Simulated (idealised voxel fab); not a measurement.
process module | voxel wiring stack
cross-section cut | 275 nm wide | cells 5 nm
A cross-section is a grid of square cells, given in bands from the top down. A band is one or more rows of cells.
Each band's line starts with the height of the band's top and of its bottom, in nm. Then come its materials from left to right, each with its width in nm. One material with "throughout" fills the band from edge to edge. "air" is empty space.
Height 0 is the level under which the wafer as received is all one material. The lowest band goes on downwards, as in "0 down".
A width such as "30 to 40" changes by the same amount from each row of cells to the next, from the band's top row to its bottom row.
"no change" after a step means that no cell of the cross-section changed.
closed voids: empty space of 8 cells or more with no open way to the top, each as width x height at its distance from the left edge, in nm
after a step's settings: what the simulator itself notes on the step
overlay nm, on a step with a mask: how far to the right of its planned place the mask lay; to the left if negative
plan
1 op RECEIVE | material Si
2 op CONFORMAL_DEP | material SiO2 | thk nm 10
3 op CONFORMAL_DEP | material SiN | thk nm 5
4 op DIRECTIONAL_DEP | material lowk | thk nm 15
5 op MASKED_ETCH | tone open | mask id METAL_1 | width nm 30 | pitch nm 60 | etch materials lowk | depth nm 15 | overlay nm 0
6 op MASKED_ETCH | tone open | mask id METAL_1 | width nm 30 | pitch nm 60 | etch materials SiN | depth nm 5 | overlay nm 0
7 op CONFORMAL_DEP | material TiN | thk nm 5
8 op FILL_DEP | material W | thk nm 10
9 op CMP | height nm 30
10 op CONFORMAL_DEP | material SiCN | thk nm 5
11 op DIRECTIONAL_DEP | material lowk | thk nm 10
12 op DIRECTIONAL_DEP | material aC | thk nm 15
13 op PATTERN | tone open | mask id PLUG_1 | material resist | width nm 15 | pitch nm 120 | thk nm 35 | overlay nm 0
14 op DIRECTIONAL_ETCH | etch materials aC | depth nm 15
15 op STRIP | etch materials resist
16 op DIRECTIONAL_ETCH | etch materials lowk | depth nm 10
17 op DIRECTIONAL_ETCH | etch materials SiCN | depth nm 5
18 op STRIP | etch materials aC
19 op CONFORMAL_DEP | material TiN | thk nm 5
20 op FILL_DEP | material Ru | thk nm 5
21 op CMP | height nm 45
22 op DIRECTIONAL_DEP | material TiN | thk nm 5
23 op DIRECTIONAL_DEP | material W | thk nm 15
24 op MASKED_ETCH | tone cover | mask id METAL_2 | width nm 30 | pitch nm 60 | etch materials W | depth nm 15 | overlay nm 0
25 op MASKED_ETCH | tone cover | mask id METAL_2 | width nm 30 | pitch nm 60 | etch materials TiN | depth nm 5 | overlay nm 0
26 op CONFORMAL_DEP | material SiCN | thk nm 5
27 op FILL_DEP | material SiO2 | thk nm 5
28 op CMP | height nm 65
29 op CONFORMAL_DEP | material SiCN | thk nm 5
30 op DIRECTIONAL_DEP | material SiO2 | thk nm 25
31 op DIRECTIONAL_DEP | material aC | thk nm 15
32 op PATTERN | tone open | mask id METAL_3_HOLES | material resist | width nm 15 | pitch nm 60 | thk nm 35 | overlay nm 0
33 op DIRECTIONAL_ETCH | etch materials aC | depth nm 15
34 op STRIP | etch materials resist
35 op DIRECTIONAL_ETCH | etch materials SiO2 | depth nm 25
36 op STRIP | etch materials aC
37 op DIRECTIONAL_DEP | material aC | thk nm 10
38 op PATTERN | tone open | mask id METAL_3 | material resist | width nm 30 | pitch nm 60 | thk nm 30 | overlay nm 0
39 op DIRECTIONAL_ETCH | etch materials aC | depth nm 10
40 op STRIP | etch materials resist
41 op DIRECTIONAL_ETCH | etch materials SiO2 | depth nm 15
42 op DIRECTIONAL_ETCH | etch materials SiCN | depth nm 5
43 op STRIP | etch materials aC
44 op CONFORMAL_DEP | material TiN | thk nm 5
45 op FILL_DEP | material Cu | thk nm 5
46 op CMP | height nm 95
47 op CONFORMAL_DEP | material SiCN | thk nm 5
first wafer, as planned
as received, after step 1
  0 down: Si throughout
  closed voids: none
after step 2
  10 to 0: SiO2 throughout
  below 0: unchanged
after step 3
  15 to 10: SiN throughout
  below 10: unchanged
after step 4
  30 to 15: lowk throughout
  below 15: unchanged
after step 5
  30 to 15: lowk 30 | air 30 | lowk 30 | air 30 | lowk 30 | air 30 | lowk 30 | air 30 | lowk 35
  below 15: unchanged
after step 6
  30 to 15: lowk 30 | air 30 | lowk 30 | air 30 | lowk 30 | air 30 | lowk 30 | air 30 | lowk 35
  15 to 10: SiN 30 | air 30 | SiN 30 | air 30 | SiN 30 | air 30 | SiN 30 | air 30 | SiN 35
  below 10: unchanged
after step 7
  35 to 30: TiN 35 | air 20 | TiN 40 | air 20 | TiN 40 | air 20 | TiN 40 | air 20 | TiN 40
  30 to 15: lowk 30 | TiN 5 | air 20 | TiN 5 | lowk 30 | TiN 5 | air 20 | TiN 5 | lowk 30 | TiN 5 | air 20 | TiN 5 | lowk 30 | TiN 5 | air 20 | TiN 5 | lowk 35
  15 to 10: SiN 30 | TiN 30 | SiN 30 | TiN 30 | SiN 30 | TiN 30 | SiN 30 | TiN 30 | SiN 35
  below 10: unchanged
after step 8
  45 to 35: W throughout
  35 to 30: TiN 35 | W 20 | TiN 40 | W 20 | TiN 40 | W 20 | TiN 40 | W 20 | TiN 40
  30 to 15: lowk 30 | TiN 5 | W 20 | TiN 5 | lowk 30 | TiN 5 | W 20 | TiN 5 | lowk 30 | TiN 5 | W 20 | TiN 5 | lowk 30 | TiN 5 | W 20 | TiN 5 | lowk 35
  below 15: unchanged
after step 9
  30 to 15: lowk 30 | TiN 5 | W 20 | TiN 5 | lowk 30 | TiN 5 | W 20 | TiN 5 | lowk 30 | TiN 5 | W 20 | TiN 5 | lowk 30 | TiN 5 | W 20 | TiN 5 | lowk 35
  below 15: unchanged
after step 10
  35 to 30: SiCN throughout
  below 30: unchanged
after step 11
  45 to 35: lowk throughout
  below 35: unchanged
after step 12
  60 to 45: aC throughout
  below 45: unchanged
after step 13
  95 to 60: resist 30 | air 15 | resist 105 | air 15 | resist 110
  below 60: unchanged
after step 14
  80 to 60: resist 30 | air 15 | resist 105 | air 15 | resist 110
  60 to 45: aC 30 | air 15 | aC 105 | air 15 | aC 110
  below 45: unchanged
after step 15
  60 to 45: aC 30 | air 15 | aC 105 | air 15 | aC 110
  below 45: unchanged
after step 16
  60 to 45: aC 30 | air 15 | aC 105 | air 15 | aC 110
  45 to 35: lowk 30 | air 15 | lowk 105 | air 15 | lowk 110
  below 35: unchanged
after step 17
  60 to 45: aC 30 | air 15 | aC 105 | air 15 | aC 110
  45 to 35: lowk 30 | air 15 | lowk 105 | air 15 | lowk 110
  35 to 30: SiCN 30 | air 15 | SiCN 105 | air 15 | SiCN 110
  below 30: unchanged
after step 18
  45 to 35: lowk 30 | air 15 | lowk 105 | air 15 | lowk 110
  below 35: unchanged
after step 19
  50 to 45: TiN 35 | air 5 | TiN 115 | air 5 | TiN 115
  45 to 35: lowk 30 | TiN 5 | air 5 | TiN 5 | lowk 105 | TiN 5 | air 5 | TiN 5 | lowk 110
  35 to 30: SiCN 30 | TiN 15 | SiCN 105 | TiN 15 | SiCN 110
  below 30: unchanged
after step 20
  55 to 50: Ru throughout
  50 to 45: TiN 35 | Ru 5 | TiN 115 | Ru 5 | TiN 115
  45 to 35: lowk 30 | TiN 5 | Ru 5 | TiN 5 | lowk 105 | TiN 5 | Ru 5 | TiN 5 | lowk 110
  below 35: unchanged
after step 21
  45 to 35: lowk 30 | TiN 5 | Ru 5 | TiN 5 | lowk 105 | TiN 5 | Ru 5 | TiN 5 | lowk 110
  below 35: unchanged
after step 22
  50 to 45: TiN throughout
  below 45: unchanged
after step 23
  65 to 50: W throughout
  below 50: unchanged
after step 24
  65 to 50: air 30 | W 30 | air 30 | W 30 | air 30 | W 30 | air 30 | W 30 | air 35
  below 50: unchanged
after step 25
  65 to 50: air 30 | W 30 | air 30 | W 30 | air 30 | W 30 | air 30 | W 30 | air 35
  50 to 45: air 30 | TiN 30 | air 30 | TiN 30 | air 30 | TiN 30 | air 30 | TiN 30 | air 35
  below 45: unchanged
after step 26
  70 to 65: air 25 | SiCN 40 | air 20 | SiCN 40 | air 20 | SiCN 40 | air 20 | SiCN 40 | air 30
  65 to 50: air 25 | SiCN 5 | W 30 | SiCN 5 | air 20 | SiCN 5 | W 30 | SiCN 5 | air 20 | SiCN 5 | W 30 | SiCN 5 | air 20 | SiCN 5 | W 30 | SiCN 5 | air 30
  50 to 45: SiCN 30 | TiN 30 | SiCN 30 | TiN 30 | SiCN 30 | TiN 30 | SiCN 30 | TiN 30 | SiCN 35
  below 45: unchanged
after step 27
  75 to 70: SiO2 throughout
  70 to 65: SiO2 25 | SiCN 40 | SiO2 20 | SiCN 40 | SiO2 20 | SiCN 40 | SiO2 20 | SiCN 40 | SiO2 30
  65 to 50: SiO2 25 | SiCN 5 | W 30 | SiCN 5 | SiO2 20 | SiCN 5 | W 30 | SiCN 5 | SiO2 20 | SiCN 5 | W 30 | SiCN 5 | SiO2 20 | SiCN 5 | W 30 | SiCN 5 | SiO2 30
  below 50: unchanged
after step 28
  65 to 50: SiO2 25 | SiCN 5 | W 30 | SiCN 5 | SiO2 20 | SiCN 5 | W 30 | SiCN 5 | SiO2 20 | SiCN 5 | W 30 | SiCN 5 | SiO2 20 | SiCN 5 | W 30 | SiCN 5 | SiO2 30
  below 50: unchanged
after step 29
  70 to 65: SiCN throughout
  below 65: unchanged
after step 30
  95 to 70: SiO2 throughout
  below 70: unchanged
after step 31
  110 to 95: aC throughout
  below 95: unchanged
after step 32
  145 to 110: resist 30 | air 15 | resist 45 | air 15 | resist 45 | air 15 | resist 45 | air 15 | resist 50
  below 110: unchanged
after step 33
  130 to 110: resist 30 | air 15 | resist 45 | air 15 | resist 45 | air 15 | resist 45 | air 15 | resist 50
  110 to 95: aC 30 | air 15 | aC 45 | air 15 | aC 45 | air 15 | aC 45 | air 15 | aC 50
  below 95: unchanged
after step 34
  110 to 95: aC 30 | air 15 | aC 45 | air 15 | aC 45 | air 15 | aC 45 | air 15 | aC 50
  below 95: unchanged
after step 35
  110 to 95: aC 30 | air 15 | aC 45 | air 15 | aC 45 | air 15 | aC 45 | air 15 | aC 50
  95 to 70: SiO2 30 | air 15 | SiO2 45 | air 15 | SiO2 45 | air 15 | SiO2 45 | air 15 | SiO2 50
  below 70: unchanged
after step 36
  95 to 70: SiO2 30 | air 15 | SiO2 45 | air 15 | SiO2 45 | air 15 | SiO2 45 | air 15 | SiO2 50
  below 70: unchanged
after step 37
  105 to 95: aC 30 | air 15 | aC 45 | air 15 | aC 45 | air 15 | aC 45 | air 15 | aC 50
  95 to 80: SiO2 30 | air 15 | SiO2 45 | air 15 | SiO2 45 | air 15 | SiO2 45 | air 15 | SiO2 50
  80 to 70: SiO2 30 | aC 15 | SiO2 45 | aC 15 | SiO2 45 | aC 15 | SiO2 45 | aC 15 | SiO2 50
  below 70: unchanged
after step 38
  135 to 105: resist 30 | air 30 | resist 30 | air 30 | resist 30 | air 30 | resist 30 | air 30 | resist 35
  below 105: unchanged
after step 39
  125 to 105: resist 30 | air 30 | resist 30 | air 30 | resist 30 | air 30 | resist 30 | air 30 | resist 35
  105 to 95: aC 30 | air 30 | aC 30 | air 30 | aC 30 | air 30 | aC 30 | air 30 | aC 35
  95 to 70: SiO2 30 | air 15 | SiO2 45 | air 15 | SiO2 45 | air 15 | SiO2 45 | air 15 | SiO2 50
  below 70: unchanged
after step 40
  105 to 95: aC 30 | air 30 | aC 30 | air 30 | aC 30 | air 30 | aC 30 | air 30 | aC 35
  below 95: unchanged
after step 41
  105 to 95: aC 30 | air 30 | aC 30 | air 30 | aC 30 | air 30 | aC 30 | air 30 | aC 35
  95 to 80: SiO2 30 | air 30 | SiO2 30 | air 30 | SiO2 30 | air 30 | SiO2 30 | air 30 | SiO2 35
  below 80: unchanged
after step 42
  105 to 95: aC 30 | air 30 | aC 30 | air 30 | aC 30 | air 30 | aC 30 | air 30 | aC 35
  95 to 80: SiO2 30 | air 30 | SiO2 30 | air 30 | SiO2 30 | air 30 | SiO2 30 | air 30 | SiO2 35
  80 to 70: SiO2 30 | air 15 | SiO2 45 | air 15 | SiO2 45 | air 15 | SiO2 45 | air 15 | SiO2 50
  70 to 65: SiCN 30 | air 15 | SiCN 45 | air 15 | SiCN 45 | air 15 | SiCN 45 | air 15 | SiCN 50
  below 65: unchanged
after step 43
  95 to 80: SiO2 30 | air 30 | SiO2 30 | air 30 | SiO2 30 | air 30 | SiO2 30 | air 30 | SiO2 35
  below 80: unchanged
after step 44
  100 to 95: TiN 35 | air 20 | TiN 40 | air 20 | TiN 40 | air 20 | TiN 40 | air 20 | TiN 40
  95 to 85: SiO2 30 | TiN 5 | air 20 | TiN 5 | SiO2 30 | TiN 5 | air 20 | TiN 5 | SiO2 30 | TiN 5 | air 20 | TiN 5 | SiO2 30 | TiN 5 | air 20 | TiN 5 | SiO2 35
  85 to 80: SiO2 30 | TiN 5 | air 5 | TiN 20 | SiO2 30 | TiN 5 | air 5 | TiN 20 | SiO2 30 | TiN 5 | air 5 | TiN 20 | SiO2 30 | TiN 5 | air 5 | TiN 20 | SiO2 35
  80 to 70: SiO2 30 | TiN 5 | air 5 | TiN 5 | SiO2 45 | TiN 5 | air 5 | TiN 5 | SiO2 45 | TiN 5 | air 5 | TiN 5 | SiO2 45 | TiN 5 | air 5 | TiN 5 | SiO2 50
  70 to 65: SiCN 30 | TiN 15 | SiCN 45 | TiN 15 | SiCN 45 | TiN 15 | SiCN 45 | TiN 15 | SiCN 50
  below 65: unchanged
after step 45
  105 to 100: Cu throughout
  100 to 95: TiN 35 | Cu 20 | TiN 40 | Cu 20 | TiN 40 | Cu 20 | TiN 40 | Cu 20 | TiN 40
  95 to 85: SiO2 30 | TiN 5 | Cu 20 | TiN 5 | SiO2 30 | TiN 5 | Cu 20 | TiN 5 | SiO2 30 | TiN 5 | Cu 20 | TiN 5 | SiO2 30 | TiN 5 | Cu 20 | TiN 5 | SiO2 35
  85 to 80: SiO2 30 | TiN 5 | Cu 5 | TiN 20 | SiO2 30 | TiN 5 | Cu 5 | TiN 20 | SiO2 30 | TiN 5 | Cu 5 | TiN 20 | SiO2 30 | TiN 5 | Cu 5 | TiN 20 | SiO2 35
  80 to 70: SiO2 30 | TiN 5 | Cu 5 | TiN 5 | SiO2 45 | TiN 5 | Cu 5 | TiN 5 | SiO2 45 | TiN 5 | Cu 5 | TiN 5 | SiO2 45 | TiN 5 | Cu 5 | TiN 5 | SiO2 50
  below 70: unchanged
after step 46
  95 to 85: SiO2 30 | TiN 5 | Cu 20 | TiN 5 | SiO2 30 | TiN 5 | Cu 20 | TiN 5 | SiO2 30 | TiN 5 | Cu 20 | TiN 5 | SiO2 30 | TiN 5 | Cu 20 | TiN 5 | SiO2 35
  below 85: unchanged
after step 47
  100 to 95: SiCN throughout
  below 95: unchanged
second wafer: like start, like plan, one mistake. Through step 6 it matches the first wafer
when step 7 should have ended
  35 to 30: SiN 35 | air 20 | SiN 40 | air 20 | SiN 40 | air 20 | SiN 40 | air 20 | SiN 40
  30 to 15: lowk 30 | SiN 5 | air 20 | SiN 5 | lowk 30 | SiN 5 | air 20 | SiN 5 | lowk 30 | SiN 5 | air 20 | SiN 5 | lowk 30 | SiN 5 | air 20 | SiN 5 | lowk 35
  15 to 10: SiN throughout
  below 10: unchanged
when step 8 should have ended
  45 to 35: W throughout
  35 to 30: SiN 35 | W 20 | SiN 40 | W 20 | SiN 40 | W 20 | SiN 40 | W 20 | SiN 40
  30 to 15: lowk 30 | SiN 5 | W 20 | SiN 5 | lowk 30 | SiN 5 | W 20 | SiN 5 | lowk 30 | SiN 5 | W 20 | SiN 5 | lowk 30 | SiN 5 | W 20 | SiN 5 | lowk 35
  below 15: unchanged
when step 9 should have ended
  30 to 15: lowk 30 | SiN 5 | W 20 | SiN 5 | lowk 30 | SiN 5 | W 20 | SiN 5 | lowk 30 | SiN 5 | W 20 | SiN 5 | lowk 30 | SiN 5 | W 20 | SiN 5 | lowk 35
  below 15: unchanged
when step 10 should have ended
  35 to 30: SiCN throughout
  below 30: unchanged
when step 11 should have ended
  45 to 35: lowk throughout
  below 35: unchanged
when step 12 should have ended
  60 to 45: aC throughout
  below 45: unchanged
when step 13 should have ended
  95 to 60: resist 30 | air 15 | resist 105 | air 15 | resist 110
  below 60: unchanged
when step 14 should have ended
  80 to 60: resist 30 | air 15 | resist 105 | air 15 | resist 110
  60 to 45: aC 30 | air 15 | aC 105 | air 15 | aC 110
  below 45: unchanged
when step 15 should have ended
  60 to 45: aC 30 | air 15 | aC 105 | air 15 | aC 110
  below 45: unchanged
when step 16 should have ended
  60 to 45: aC 30 | air 15 | aC 105 | air 15 | aC 110
  45 to 35: lowk 30 | air 15 | lowk 105 | air 15 | lowk 110
  below 35: unchanged
when step 17 should have ended
  60 to 45: aC 30 | air 15 | aC 105 | air 15 | aC 110
  45 to 35: lowk 30 | air 15 | lowk 105 | air 15 | lowk 110
  35 to 30: SiCN 30 | air 15 | SiCN 105 | air 15 | SiCN 110
  below 30: unchanged
when step 18 should have ended
  45 to 35: lowk 30 | air 15 | lowk 105 | air 15 | lowk 110
  below 35: unchanged
when step 19 should have ended
  50 to 45: TiN 35 | air 5 | TiN 115 | air 5 | TiN 115
  45 to 35: lowk 30 | TiN 5 | air 5 | TiN 5 | lowk 105 | TiN 5 | air 5 | TiN 5 | lowk 110
  35 to 30: SiCN 30 | TiN 15 | SiCN 105 | TiN 15 | SiCN 110
  below 30: unchanged
when step 20 should have ended
  55 to 50: Ru throughout
  50 to 45: TiN 35 | Ru 5 | TiN 115 | Ru 5 | TiN 115
  45 to 35: lowk 30 | TiN 5 | Ru 5 | TiN 5 | lowk 105 | TiN 5 | Ru 5 | TiN 5 | lowk 110
  below 35: unchanged
when step 21 should have ended
  45 to 35: lowk 30 | TiN 5 | Ru 5 | TiN 5 | lowk 105 | TiN 5 | Ru 5 | TiN 5 | lowk 110
  below 35: unchanged
when step 22 should have ended
  50 to 45: TiN throughout
  below 45: unchanged
when step 23 should have ended
  65 to 50: W throughout
  below 50: unchanged
when step 24 should have ended
  65 to 50: air 30 | W 30 | air 30 | W 30 | air 30 | W 30 | air 30 | W 30 | air 35
  below 50: unchanged
when step 25 should have ended
  65 to 50: air 30 | W 30 | air 30 | W 30 | air 30 | W 30 | air 30 | W 30 | air 35
  50 to 45: air 30 | TiN 30 | air 30 | TiN 30 | air 30 | TiN 30 | air 30 | TiN 30 | air 35
  below 45: unchanged
when step 26 should have ended
  70 to 65: air 25 | SiCN 40 | air 20 | SiCN 40 | air 20 | SiCN 40 | air 20 | SiCN 40 | air 30
  65 to 50: air 25 | SiCN 5 | W 30 | SiCN 5 | air 20 | SiCN 5 | W 30 | SiCN 5 | air 20 | SiCN 5 | W 30 | SiCN 5 | air 20 | SiCN 5 | W 30 | SiCN 5 | air 30
  50 to 45: SiCN 30 | TiN 30 | SiCN 30 | TiN 30 | SiCN 30 | TiN 30 | SiCN 30 | TiN 30 | SiCN 35
  below 45: unchanged
when step 27 should have ended
  75 to 70: SiO2 throughout
  70 to 65: SiO2 25 | SiCN 40 | SiO2 20 | SiCN 40 | SiO2 20 | SiCN 40 | SiO2 20 | SiCN 40 | SiO2 30
  65 to 50: SiO2 25 | SiCN 5 | W 30 | SiCN 5 | SiO2 20 | SiCN 5 | W 30 | SiCN 5 | SiO2 20 | SiCN 5 | W 30 | SiCN 5 | SiO2 20 | SiCN 5 | W 30 | SiCN 5 | SiO2 30
  below 50: unchanged
when step 28 should have ended
  65 to 50: SiO2 25 | SiCN 5 | W 30 | SiCN 5 | SiO2 20 | SiCN 5 | W 30 | SiCN 5 | SiO2 20 | SiCN 5 | W 30 | SiCN 5 | SiO2 20 | SiCN 5 | W 30 | SiCN 5 | SiO2 30
  below 50: unchanged
when step 29 should have ended
  70 to 65: SiCN throughout
  below 65: unchanged
when step 30 should have ended
  95 to 70: SiO2 throughout
  below 70: unchanged
when step 31 should have ended
  110 to 95: aC throughout
  below 95: unchanged
when step 32 should have ended
  145 to 110: resist 30 | air 15 | resist 45 | air 15 | resist 45 | air 15 | resist 45 | air 15 | resist 50
  below 110: unchanged
when step 33 should have ended
  130 to 110: resist 30 | air 15 | resist 45 | air 15 | resist 45 | air 15 | resist 45 | air 15 | resist 50
  110 to 95: aC 30 | air 15 | aC 45 | air 15 | aC 45 | air 15 | aC 45 | air 15 | aC 50
  below 95: unchanged
when step 34 should have ended
  110 to 95: aC 30 | air 15 | aC 45 | air 15 | aC 45 | air 15 | aC 45 | air 15 | aC 50
  below 95: unchanged
when step 35 should have ended
  110 to 95: aC 30 | air 15 | aC 45 | air 15 | aC 45 | air 15 | aC 45 | air 15 | aC 50
  95 to 70: SiO2 30 | air 15 | SiO2 45 | air 15 | SiO2 45 | air 15 | SiO2 45 | air 15 | SiO2 50
  below 70: unchanged
when step 36 should have ended
  95 to 70: SiO2 30 | air 15 | SiO2 45 | air 15 | SiO2 45 | air 15 | SiO2 45 | air 15 | SiO2 50
  below 70: unchanged
when step 37 should have ended
  105 to 95: aC 30 | air 15 | aC 45 | air 15 | aC 45 | air 15 | aC 45 | air 15 | aC 50
  95 to 80: SiO2 30 | air 15 | SiO2 45 | air 15 | SiO2 45 | air 15 | SiO2 45 | air 15 | SiO2 50
  80 to 70: SiO2 30 | aC 15 | SiO2 45 | aC 15 | SiO2 45 | aC 15 | SiO2 45 | aC 15 | SiO2 50
  below 70: unchanged
when step 38 should have ended
  135 to 105: resist 30 | air 30 | resist 30 | air 30 | resist 30 | air 30 | resist 30 | air 30 | resist 35
  below 105: unchanged
when step 39 should have ended
  125 to 105: resist 30 | air 30 | resist 30 | air 30 | resist 30 | air 30 | resist 30 | air 30 | resist 35
  105 to 95: aC 30 | air 30 | aC 30 | air 30 | aC 30 | air 30 | aC 30 | air 30 | aC 35
  95 to 70: SiO2 30 | air 15 | SiO2 45 | air 15 | SiO2 45 | air 15 | SiO2 45 | air 15 | SiO2 50
  below 70: unchanged
when step 40 should have ended
  105 to 95: aC 30 | air 30 | aC 30 | air 30 | aC 30 | air 30 | aC 30 | air 30 | aC 35
  below 95: unchanged
when step 41 should have ended
  105 to 95: aC 30 | air 30 | aC 30 | air 30 | aC 30 | air 30 | aC 30 | air 30 | aC 35
  95 to 80: SiO2 30 | air 30 | SiO2 30 | air 30 | SiO2 30 | air 30 | SiO2 30 | air 30 | SiO2 35
  below 80: unchanged
when step 42 should have ended
  105 to 95: aC 30 | air 30 | aC 30 | air 30 | aC 30 | air 30 | aC 30 | air 30 | aC 35
  95 to 80: SiO2 30 | air 30 | SiO2 30 | air 30 | SiO2 30 | air 30 | SiO2 30 | air 30 | SiO2 35
  80 to 70: SiO2 30 | air 15 | SiO2 45 | air 15 | SiO2 45 | air 15 | SiO2 45 | air 15 | SiO2 50
  70 to 65: SiCN 30 | air 15 | SiCN 45 | air 15 | SiCN 45 | air 15 | SiCN 45 | air 15 | SiCN 50
  below 65: unchanged
when step 43 should have ended
  95 to 80: SiO2 30 | air 30 | SiO2 30 | air 30 | SiO2 30 | air 30 | SiO2 30 | air 30 | SiO2 35
  below 80: unchanged
when step 44 should have ended
  100 to 95: TiN 35 | air 20 | TiN 40 | air 20 | TiN 40 | air 20 | TiN 40 | air 20 | TiN 40
  95 to 85: SiO2 30 | TiN 5 | air 20 | TiN 5 | SiO2 30 | TiN 5 | air 20 | TiN 5 | SiO2 30 | TiN 5 | air 20 | TiN 5 | SiO2 30 | TiN 5 | air 20 | TiN 5 | SiO2 35
  85 to 80: SiO2 30 | TiN 5 | air 5 | TiN 20 | SiO2 30 | TiN 5 | air 5 | TiN 20 | SiO2 30 | TiN 5 | air 5 | TiN 20 | SiO2 30 | TiN 5 | air 5 | TiN 20 | SiO2 35
  80 to 70: SiO2 30 | TiN 5 | air 5 | TiN 5 | SiO2 45 | TiN 5 | air 5 | TiN 5 | SiO2 45 | TiN 5 | air 5 | TiN 5 | SiO2 45 | TiN 5 | air 5 | TiN 5 | SiO2 50
  70 to 65: SiCN 30 | TiN 15 | SiCN 45 | TiN 15 | SiCN 45 | TiN 15 | SiCN 45 | TiN 15 | SiCN 50
  below 65: unchanged
when step 45 should have ended
  105 to 100: Cu throughout
  100 to 95: TiN 35 | Cu 20 | TiN 40 | Cu 20 | TiN 40 | Cu 20 | TiN 40 | Cu 20 | TiN 40
  95 to 85: SiO2 30 | TiN 5 | Cu 20 | TiN 5 | SiO2 30 | TiN 5 | Cu 20 | TiN 5 | SiO2 30 | TiN 5 | Cu 20 | TiN 5 | SiO2 30 | TiN 5 | Cu 20 | TiN 5 | SiO2 35
  85 to 80: SiO2 30 | TiN 5 | Cu 5 | TiN 20 | SiO2 30 | TiN 5 | Cu 5 | TiN 20 | SiO2 30 | TiN 5 | Cu 5 | TiN 20 | SiO2 30 | TiN 5 | Cu 5 | TiN 20 | SiO2 35
  80 to 70: SiO2 30 | TiN 5 | Cu 5 | TiN 5 | SiO2 45 | TiN 5 | Cu 5 | TiN 5 | SiO2 45 | TiN 5 | Cu 5 | TiN 5 | SiO2 45 | TiN 5 | Cu 5 | TiN 5 | SiO2 50
  below 70: unchanged
when step 46 should have ended
  95 to 85: SiO2 30 | TiN 5 | Cu 20 | TiN 5 | SiO2 30 | TiN 5 | Cu 20 | TiN 5 | SiO2 30 | TiN 5 | Cu 20 | TiN 5 | SiO2 30 | TiN 5 | Cu 20 | TiN 5 | SiO2 35
  below 85: unchanged
when step 47 should have ended
  100 to 95: SiCN throughout
  below 95: unchanged
what went wrong: step 7 ran as: op CONFORMAL_DEP | material SiN | thk nm 5
at the end the second wafer has, in cells: 48 more of SiN | 48 fewer of TiN
